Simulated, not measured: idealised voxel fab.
process module | voxel gate over fins
cross-section cut | 240 nm wide | cells 5 nm
A cross-section is a grid of square cells, given in bands from the top down. A band is one or more rows of cells.
Each band's line starts with the height of the band's top and of its bottom, in nm. Then come its materials from left to right, each with its width in nm. One material with "throughout" fills the band from edge to edge. "air" is empty space.
Height 0 is the level under which the wafer as received is all one material. The lowest band goes on downwards, as in "0 down".
A width such as "30 to 40" changes by the same amount from each row of cells to the next, from the band's top row to its bottom row.
"no change" after a step means that no cell of the cross-section changed.
closed voids: empty space of 8 cells or more with no open way to the top, each as width x height at its distance from the left edge, in nm
after a step's settings: what the simulator itself notes on the step
overlay nm, on a step with a mask: how far to the right of its planned place the mask lay; to the left if negative
plan
1 op RECEIVE | material Si
2 op CONFORMAL_DEP | material SiN | thk nm 5
3 op MASKED_ETCH | tone cover | mask id FINS | width nm 15 | pitch nm 40 | etch materials SiN | depth nm 5 | overlay nm 0
4 op MASKED_ETCH | tone cover | mask id FINS | width nm 15 | pitch nm 40 | etch materials Si | depth nm 40 | overlay nm 0
5 op FILL_DEP | material SiO2 | thk nm 10
6 op CMP | height nm 5
7 op SELECTIVE_ETCH | etch materials SiO2 | depth nm 20
8 op STRIP | etch materials SiN
9 op CONFORMAL_DEP | material HfO2 | thk nm 5
10 op CONFORMAL_DEP | material TiN | thk nm 5
11 op CONFORMAL_DEP | material TiAl | thk nm 5
12 op CONFORMAL_DEP | material TiN | thk nm 5
13 op FILL_DEP | material W | thk nm 10
14 op CMP | height nm 25
15 op CONFORMAL_DEP | material SiN | thk nm 5
as received, after step 1
  0 down: Si throughout
  closed voids: none
a wafer at the end: this start, this plan, one mistake
  30 to 25: SiN throughout
  25 to 20: W throughout
  20 to 15: W 30 | TiN 175 | W 35
  15 to 10: W 30 | TiN 5 | TiAl 165 | TiN 5 | W 35
  10 to 5: W 30 | TiN 5 | TiAl 5 | TiN 35 | TiAl 5 | TiN 35 | TiAl 5 | TiN 35 | TiAl 5 | TiN 35 | TiAl 5 | TiN 5 | W 35
  5 to 0: TiN 35 | TiAl 5 | TiN 35 | TiAl 5 | TiN 35 | TiAl 5 | TiN 35 | TiAl 5 | TiN 35 | TiAl 5 | TiN 40
  0 to -5: TiAl 40 | TiN 10 | Si 15 | TiN 10 | TiAl 5 | TiN 10 | Si 15 | TiN 10 | TiAl 5 | TiN 10 | Si 15 | TiN 10 | TiAl 5 | TiN 10 | Si 15 | TiN 10 | TiAl 45
  -5 to -15: TiN 50 | Si 15 | TiN 25 | Si 15 | TiN 25 | Si 15 | TiN 25 | Si 15 | TiN 55
  -15 to -40: SiO2 50 | Si 15 | SiO2 25 | Si 15 | SiO2 25 | Si 15 | SiO2 25 | Si 15 | SiO2 55
  -40 down: Si throughout
  closed voids: none
what went wrong: step 9 ran as: op CONFORMAL_DEP | material TiN | thk nm 5
